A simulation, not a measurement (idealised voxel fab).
The following process module bears the name voxel capacitor over wiring.
cross-section cut | 300 nm wide | cells 5 nm
This document writes a cross-section as a grid whose cells are square, and gives it as bands, listed from the top down; one or more rows of cells form a band. Per band: top height and bottom height in nm, followed by the left-to-right materials and their widths in nm; "all across" marks a single material spanning edge to edge, "empty" marks empty space. Height is counted from the level 0, under which the received wafer is composed throughout of one material. The lowest of the bands is not closed at the bottom but continues downward, in the notation "0 down". It should be noted that a width expressed as "30->40" varies in equal increments from row to row of cells within the band, taking the value of the first number at the top row and that of the second number at the bottom row. "remained the same" (step): cross-section cells unchanged, all of them. In the "Fully closed voids" entry, you get each enclosed empty space of 8 cells or more, one with no open way to the top, written width x height at distance, distance from the left edge, in nm. Read whatever lies past the settings on a step's line as the simulator's own remark about the step. Among the settings permitted on a step's line is "overlay nm"; applied to a step with a mask, it specifies the extent to which the mask lay to the right of its planned position, whereas a negative figure signifies a position to the left.

Planned process steps:
1 RECEIVE (material Si)
2 CONFORMAL_DEP (material SiO2; thk nm 15)
3 DIRECTIONAL_DEP (material TiN; thk nm 5)
4 DIRECTIONAL_DEP (material Ru; thk nm 15)
5 DIRECTIONAL_DEP (material aC; thk nm 10)
6 PATTERN (tone cover; mask id METAL_1; material resist; width nm 25; pitch nm 80; thk nm 25; overlay nm 0)
7 DIRECTIONAL_ETCH (etch materials aC; depth nm 10)
8 STRIP (etch materials resist)
9 DIRECTIONAL_ETCH (etch materials Ru; depth nm 15)
10 DIRECTIONAL_ETCH (etch materials TiN; depth nm 5)
11 STRIP (etch materials aC)
12 FILL_DEP (material SiO2; thk nm 10)
13 CMP (height nm 35)
14 CONFORMAL_DEP (material SiCN; thk nm 5)
15 DIRECTIONAL_DEP (material SiO2; thk nm 20)
16 MASKED_ETCH (tone open; mask id PLUG_1; width nm 15; etch materials SiO2; depth nm 20; overlay nm 0)
17 MASKED_ETCH (tone open; mask id PLUG_1; width nm 15; etch materials SiCN; depth nm 5; overlay nm 0)
18 CONFORMAL_DEP (material TiN; thk nm 5)
19 FILL_DEP (material Ru; thk nm 5)
20 CMP (height nm 60)
21 DIRECTIONAL_DEP (material TiN; thk nm 10)
22 DIRECTIONAL_DEP (material Al2O3; thk nm 5)
23 DIRECTIONAL_DEP (material TiN; thk nm 5)
24 MASKED_ETCH (tone cover; mask id UPPER_PLATE; width nm 60; etch materials TiN; depth nm 5; overlay nm 0)
25 MASKED_ETCH (tone cover; mask id UPPER_PLATE; width nm 60; etch materials Al2O3; depth nm 5; overlay nm 0)
26 MASKED_ETCH (tone cover; mask id LOWER_PLATE; width nm 70; etch materials TiN; depth nm 10; overlay nm 0)
27 FILL_DEP (material SiO2; thk nm 15)
28 CMP (height nm 90)
29 DIRECTIONAL_DEP (material aC; thk nm 15)
30 PATTERN (tone open; mask id PLUG_2; material resist; width nm 15; thk nm 35; overlay nm 0)
31 DIRECTIONAL_ETCH (etch materials aC; depth nm 15)
32 STRIP (etch materials resist)
33 DIRECTIONAL_ETCH (etch materials SiO2; depth nm 10)
34 STRIP (etch materials aC)
35 CONFORMAL_DEP (material TiN; thk nm 5)
36 FILL_DEP (material Ru; thk nm 5)
37 CMP (height nm 90)
38 CONFORMAL_DEP (material SiN; thk nm 5)

Of two wafers, the first: run according to plan:

Cross-section of the wafer upon arrival, representing the state reached after step 1:
> 0 down | Si all across
> Fully closed voids: none

After step 2: wafer cross-section:
> 15 to 0 | SiO2 all across
> No changes below 0.

After step 3: wafer cross-section:
> 20 to 15 | TiN all across
> No changes below 15.

After step 4: wafer cross-section:
> 35 to 20 | Ru all across
> No changes below 20.

After step 5: wafer cross-section:
> 45 to 35 | aC all across
> No changes below 35.

After step 6: wafer cross-section:
> 70 to 45 | empty: 95  resist: 25  empty: 55  resist: 25  empty: 100
> No changes below 45.

After step 7: wafer cross-section:
> 60 to 45 | empty: 95  resist: 25  empty: 55  resist: 25  empty: 100
> 45 to 35 | empty: 95  aC: 25  empty: 55  aC: 25  empty: 100
> No changes below 35.

After step 8: wafer cross-section:
> 45 to 35 | empty: 95  aC: 25  empty: 55  aC: 25  empty: 100
> No changes below 35.

After step 9: wafer cross-section:
> 45 to 35 | empty: 95  aC: 25  empty: 55  aC: 25  empty: 100
> 35 to 20 | empty: 95  Ru: 25  empty: 55  Ru: 25  empty: 100
> No changes below 20.

After step 10: wafer cross-section:
> 45 to 35 | empty: 95  aC: 25  empty: 55  aC: 25  empty: 100
> 35 to 20 | empty: 95  Ru: 25  empty: 55  Ru: 25  empty: 100
> 20 to 15 | empty: 95  TiN: 25  empty: 55  TiN: 25  empty: 100
> No changes below 15.

After step 11: wafer cross-section:
> 35 to 20 | empty: 95  Ru: 25  empty: 55  Ru: 25  empty: 100
> No changes below 20.

After step 12: wafer cross-section:
> 45 to 35 | SiO2 all across
> 35 to 20 | SiO2: 95  Ru: 25  SiO2: 55  Ru: 25  SiO2: 100
> 20 to 15 | SiO2: 95  TiN: 25  SiO2: 55  TiN: 25  SiO2: 100
> No changes below 15.

After step 13: wafer cross-section:
> 35 to 20 | SiO2: 95  Ru: 25  SiO2: 55  Ru: 25  SiO2: 100
> No changes below 20.

After step 14: wafer cross-section:
> 40 to 35 | SiCN all across
> No changes below 35.

After step 15: wafer cross-section:
> 60 to 40 | SiO2 all across
> No changes below 40.

After step 16: wafer cross-section:
> 60 to 40 | SiO2: 105  empty: 15  SiO2: 180
> No changes below 40.

After step 17: wafer cross-section:
> 60 to 40 | SiO2: 105  empty: 15  SiO2: 180
> 40 to 35 | SiCN: 105  empty: 15  SiCN: 180
> No changes below 35.

After step 18: wafer cross-section:
> 65 to 60 | TiN: 110  empty: 5  TiN: 185
> 60 to 40 | SiO2: 105  TiN: 5  empty: 5  TiN: 5  SiO2: 180
> 40 to 35 | SiCN: 105  TiN: 15  SiCN: 180
> No changes below 35.

After step 19: wafer cross-section:
> 70 to 65 | Ru all across
> 65 to 60 | TiN: 110  Ru: 5  TiN: 185
> 60 to 40 | SiO2: 105  TiN: 5  Ru: 5  TiN: 5  SiO2: 180
> No changes below 40.

After step 20: wafer cross-section:
> 60 to 40 | SiO2: 105  TiN: 5  Ru: 5  TiN: 5  SiO2: 180
> No changes below 40.

After step 21: wafer cross-section:
> 70 to 60 | TiN all across
> No changes below 60.

After step 22: wafer cross-section:
> 75 to 70 | Al2O3 all across
> No changes below 70.

After step 23: wafer cross-section:
> 80 to 75 | TiN all across
> No changes below 75.

After step 24: wafer cross-section:
> 80 to 75 | empty: 105  TiN: 60  empty: 135
> No changes below 75.

After step 25: wafer cross-section:
> 80 to 75 | empty: 105  TiN: 60  empty: 135
> 75 to 70 | empty: 105  Al2O3: 60  empty: 135
> No changes below 70.

After step 26: wafer cross-section:
> 80 to 75 | empty: 105  TiN: 60  empty: 135
> 75 to 70 | empty: 105  Al2O3: 60  empty: 135
> 70 to 60 | empty: 100  TiN: 70  empty: 130
> No changes below 60.

After step 27: wafer cross-section:
> 95 to 80 | SiO2 all across
> 80 to 75 | SiO2: 105  TiN: 60  SiO2: 135
> 75 to 70 | SiO2: 105  Al2O3: 60  SiO2: 135
> 70 to 60 | SiO2: 100  TiN: 70  SiO2: 130
> No changes below 60.

After step 28: wafer cross-section:
> 90 to 80 | SiO2 all across
> No changes below 80.

After step 29: wafer cross-section:
> 105 to 90 | aC all across
> No changes below 90.

After step 30: wafer cross-section:
> 140 to 105 | resist: 115  empty: 15  resist: 170
> No changes below 105.

After step 31: wafer cross-section:
> 125 to 105 | resist: 115  empty: 15  resist: 170
> 105 to 90 | aC: 115  empty: 15  aC: 170
> No changes below 90.

After step 32: wafer cross-section:
> 105 to 90 | aC: 115  empty: 15  aC: 170
> No changes below 90.

After step 33: wafer cross-section:
> 105 to 90 | aC: 115  empty: 15  aC: 170
> 90 to 80 | SiO2: 115  empty: 15  SiO2: 170
> No changes below 80.

After step 34: wafer cross-section:
> 90 to 80 | SiO2: 115  empty: 15  SiO2: 170
> No changes below 80.

After step 35: wafer cross-section:
> 95 to 90 | TiN: 120  empty: 5  TiN: 175
> 90 to 85 | SiO2: 115  TiN: 5  empty: 5  TiN: 5  SiO2: 170
> 85 to 75 | SiO2: 115->105  TiN: 15->60  SiO2: 170->135
> No changes below 75.

After step 36: wafer cross-section:
> 100 to 95 | Ru all across
> 95 to 90 | TiN: 120  Ru: 5  TiN: 175
> 90 to 85 | SiO2: 115  TiN: 5  Ru: 5  TiN: 5  SiO2: 170
> No changes below 85.

After step 37: wafer cross-section:
> 90 to 85 | SiO2: 115  TiN: 5  Ru: 5  TiN: 5  SiO2: 170
> No changes below 85.

After step 38: wafer cross-section:
> 95 to 90 | SiN all across
> No changes below 90.

Wafer two: like wafer one in start and plan, but with one mistake in execution; identical up to and including step 2:

Second wafer, section view, time point: scheduled end of step 3: remained the same

Second wafer, section view, time point: scheduled end of step 4:
> 30 to 15 | Ru all across
> No changes below 15.

Second wafer, section view, time point: scheduled end of step 5:
> 40 to 30 | aC all across
> No changes below 30.

Second wafer, section view, time point: scheduled end of step 6:
> 65 to 40 | empty: 95  resist: 25  empty: 55  resist: 25  empty: 100
> No changes below 40.

Second wafer, section view, time point: scheduled end of step 7:
> 55 to 40 | empty: 95  resist: 25  empty: 55  resist: 25  empty: 100
> 40 to 30 | empty: 95  aC: 25  empty: 55  aC: 25  empty: 100
> No changes below 30.

Second wafer, section view, time point: scheduled end of step 8:
> 40 to 30 | empty: 95  aC: 25  empty: 55  aC: 25  empty: 100
> No changes below 30.

Second wafer, section view, time point: scheduled end of step 9:
> 40 to 30 | empty: 95  aC: 25  empty: 55  aC: 25  empty: 100
> 30 to 15 | empty: 95  Ru: 25  empty: 55  Ru: 25  empty: 100
> No changes below 15.

Second wafer, section view, time point: scheduled end of step 10: remained the same

Second wafer, section view, time point: scheduled end of step 11:
> 30 to 15 | empty: 95  Ru: 25  empty: 55  Ru: 25  empty: 100
> No changes below 15.

Second wafer, section view, time point: scheduled end of step 12:
> 40 to 30 | SiO2 all across
> 30 to 15 | SiO2: 95  Ru: 25  SiO2: 55  Ru: 25  SiO2: 100
> No changes below 15.

Second wafer, section view, time point: scheduled end of step 13:
> 35 to 30 | SiO2 all across
> No changes below 30.

Second wafer, section view, time point: scheduled end of step 14:
> 40 to 35 | SiCN all across
> No changes below 35.

Second wafer, section view, time point: scheduled end of step 15:
> 60 to 40 | SiO2 all across
> No changes below 40.

Second wafer, section view, time point: scheduled end of step 16:
> 60 to 40 | SiO2: 105  empty: 15  SiO2: 180
> No changes below 40.

Second wafer, section view, time point: scheduled end of step 17:
> 60 to 40 | SiO2: 105  empty: 15  SiO2: 180
> 40 to 35 | SiCN: 105  empty: 15  SiCN: 180
> No changes below 35.

Second wafer, section view, time point: scheduled end of step 18:
> 65 to 60 | TiN: 110  empty: 5  TiN: 185
> 60 to 40 | SiO2: 105  TiN: 5  empty: 5  TiN: 5  SiO2: 180
> 40 to 35 | SiCN: 105  TiN: 15  SiCN: 180
> No changes below 35.

Second wafer, section view, time point: scheduled end of step 19:
> 70 to 65 | Ru all across
> 65 to 60 | TiN: 110  Ru: 5  TiN: 185
> 60 to 40 | SiO2: 105  TiN: 5  Ru: 5  TiN: 5  SiO2: 180
> No changes below 40.

Second wafer, section view, time point: scheduled end of step 20:
> 60 to 40 | SiO2: 105  TiN: 5  Ru: 5  TiN: 5  SiO2: 180
> No changes below 40.

Second wafer, section view, time point: scheduled end of step 21:
> 70 to 60 | TiN all across
> No changes below 60.

Second wafer, section view, time point: scheduled end of step 22:
> 75 to 70 | Al2O3 all across
> No changes below 70.

Second wafer, section view, time point: scheduled end of step 23:
> 80 to 75 | TiN all across
> No changes below 75.

Second wafer, section view, time point: scheduled end of step 24:
> 80 to 75 | empty: 105  TiN: 60  empty: 135
> No changes below 75.

Second wafer, section view, time point: scheduled end of step 25:
> 80 to 75 | empty: 105  TiN: 60  empty: 135
> 75 to 70 | empty: 105  Al2O3: 60  empty: 135
> No changes below 70.

Second wafer, section view, time point: scheduled end of step 26:
> 80 to 75 | empty: 105  TiN: 60  empty: 135
> 75 to 70 | empty: 105  Al2O3: 60  empty: 135
> 70 to 60 | empty: 100  TiN: 70  empty: 130
> No changes below 60.

Second wafer, section view, time point: scheduled end of step 27:
> 95 to 80 | SiO2 all across
> 80 to 75 | SiO2: 105  TiN: 60  SiO2: 135
> 75 to 70 | SiO2: 105  Al2O3: 60  SiO2: 135
> 70 to 60 | SiO2: 100  TiN: 70  SiO2: 130
> No changes below 60.

Second wafer, section view, time point: scheduled end of step 28:
> 90 to 80 | SiO2 all across
> No changes below 80.

Second wafer, section view, time point: scheduled end of step 29:
> 105 to 90 | aC all across
> No changes below 90.

Second wafer, section view, time point: scheduled end of step 30:
> 140 to 105 | resist: 115  empty: 15  resist: 170
> No changes below 105.

Second wafer, section view, time point: scheduled end of step 31:
> 125 to 105 | resist: 115  empty: 15  resist: 170
> 105 to 90 | aC: 115  empty: 15  aC: 170
> No changes below 90.

Second wafer, section view, time point: scheduled end of step 32:
> 105 to 90 | aC: 115  empty: 15  aC: 170
> No changes below 90.

Second wafer, section view, time point: scheduled end of step 33:
> 105 to 90 | aC: 115  empty: 15  aC: 170
> 90 to 80 | SiO2: 115  empty: 15  SiO2: 170
> No changes below 80.

Second wafer, section view, time point: scheduled end of step 34:
> 90 to 80 | SiO2: 115  empty: 15  SiO2: 170
> No changes below 80.

Second wafer, section view, time point: scheduled end of step 35:
> 95 to 90 | TiN: 120  empty: 5  TiN: 175
> 90 to 85 | SiO2: 115  TiN: 5  empty: 5  TiN: 5  SiO2: 170
> 85 to 75 | SiO2: 115->105  TiN: 15->60  SiO2: 170->135
> No changes below 75.

Second wafer, section view, time point: scheduled end of step 36:
> 100 to 95 | Ru all across
> 95 to 90 | TiN: 120  Ru: 5  TiN: 175
> 90 to 85 | SiO2: 115  TiN: 5  Ru: 5  TiN: 5  SiO2: 170
> No changes below 85.

Second wafer, section view, time point: scheduled end of step 37:
> 90 to 85 | SiO2: 115  TiN: 5  Ru: 5  TiN: 5  SiO2: 170
> No changes below 85.

Second wafer, section view, time point: scheduled end of step 38:
> 95 to 90 | SiN all across
> No changes below 90.
Deviation from plan: plan step 3 never ran because it was skipped
The second wafer ends with more or fewer cells of some materials than the first, per final count: SiO2: 10 more; TiN: 10 fewer
